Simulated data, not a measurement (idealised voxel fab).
Process module, titled voxel air gaps
FYI the section here is cut, 295 nm wide, cells are 5 nm squares.
Format of a cross-section: grid, square cells. Given as bands. Order: top down. Band: one or more rows of cells.
Per band: top height and bottom height in nm, followed by the left-to-right materials and their widths in nm; "edge to edge" marks a single material spanning edge to edge, "air" marks empty space.
Measure heights from 0. That's the level where, below it, the as-received wafer is all one material. The lowest band is bottomless and extends downward; write it as in "0 down".
It should be noted that a width expressed as "30 to 40" varies in equal increments from row to row of cells within the band, taking the value of the first number at the top row and that of the second number at the bottom row.
For the purposes of this document, the phrase "left unchanged" attached to a step denotes that no cell within the cross-section was modified by that step.
Basically, "Sealed void listing" tells you about the enclosed voids: empty spaces with no open way to the top, 8 cells or bigger, each written width x height at distance, where distance is from the left edge, all in nm.
Whatever follows a step's settings on its line is a remark the simulator itself makes about that step.
overlay nm: step with mask; distance mask lay right of planned place; negative value = left of planned place.
**Process steps foreseen in the plan**
1 RECEIVE: material Si
2 CONFORMAL_DEP: material SiO2, thk nm 10
3 CONFORMAL_DEP: material SiCN, thk nm 5
4 DIRECTIONAL_DEP: material SiO2, thk nm 40
5 DIRECTIONAL_DEP: material aC, thk nm 15
6 PATTERN: tone open, mask id LINES, material resist, width nm 25, pitch nm 50, thk nm 30, overlay nm -15
7 DIRECTIONAL_ETCH: etch materials aC, depth nm 15
8 STRIP: etch materials resist
9 DIRECTIONAL_ETCH: etch materials SiO2, depth nm 40
10 STRIP: etch materials aC
11 CONFORMAL_DEP: material TiN, thk nm 5
12 FILL_DEP: material Cu, thk nm 10
13 CMP: height nm 55
14 EPI: material Ru, thk nm 10
15 SELECTIVE_ETCH: etch materials SiO2, depth nm 50
16 CONFORMAL_DEP: material SiCN, thk nm 5
The overlay nm used in step 6 is not the same on every wafer, whereas the starting condition is; the value printed in the plan is the first wafer's.
**Received condition of the first of several wafers, sectioned: post-step 1**
    0 down | Si edge to edge
    Sealed void listing: none
**each wafer at the end: cells of each material gained (+) or lost (-) since it was received, then its closed voids**
overlay nm -15, +84 Cu, +72 Ru, +218 SiCN, +118 SiO2, +76 TiN, Sealed void listing: 15 x 30 at 75; 15 x 30 at 125; 15 x 30 at 175
overlay nm -10, +84 Cu, +72 Ru, +218 SiCN, +118 SiO2, +76 TiN, Sealed void listing: 15 x 30 at 80; 15 x 30 at 130; 15 x 30 at 180
overlay nm -5, +84 Cu, +72 Ru, +218 SiCN, +118 SiO2, +76 TiN, Sealed void listing: 15 x 30 at 85; 15 x 30 at 135; 15 x 30 at 185
overlay nm 0, +84 Cu, +72 Ru, +218 SiCN, +118 SiO2, +76 TiN, Sealed void listing: 15 x 30 at 90; 15 x 30 at 140; 15 x 30 at 190
overlay nm 5, +84 Cu, +72 Ru, +218 SiCN, +118 SiO2, +76 TiN, Sealed void listing: 15 x 30 at 95; 15 x 30 at 145; 15 x 30 at 195
overlay nm 10, +84 Cu, +72 Ru, +218 SiCN, +118 SiO2, +76 TiN, Sealed void listing: 15 x 30 at 100; 15 x 30 at 150; 15 x 30 at 200
overlay nm 15, +84 Cu, +72 Ru, +218 SiCN, +118 SiO2, +76 TiN, Sealed void listing: 15 x 30 at 105; 15 x 30 at 155; 15 x 30 at 205
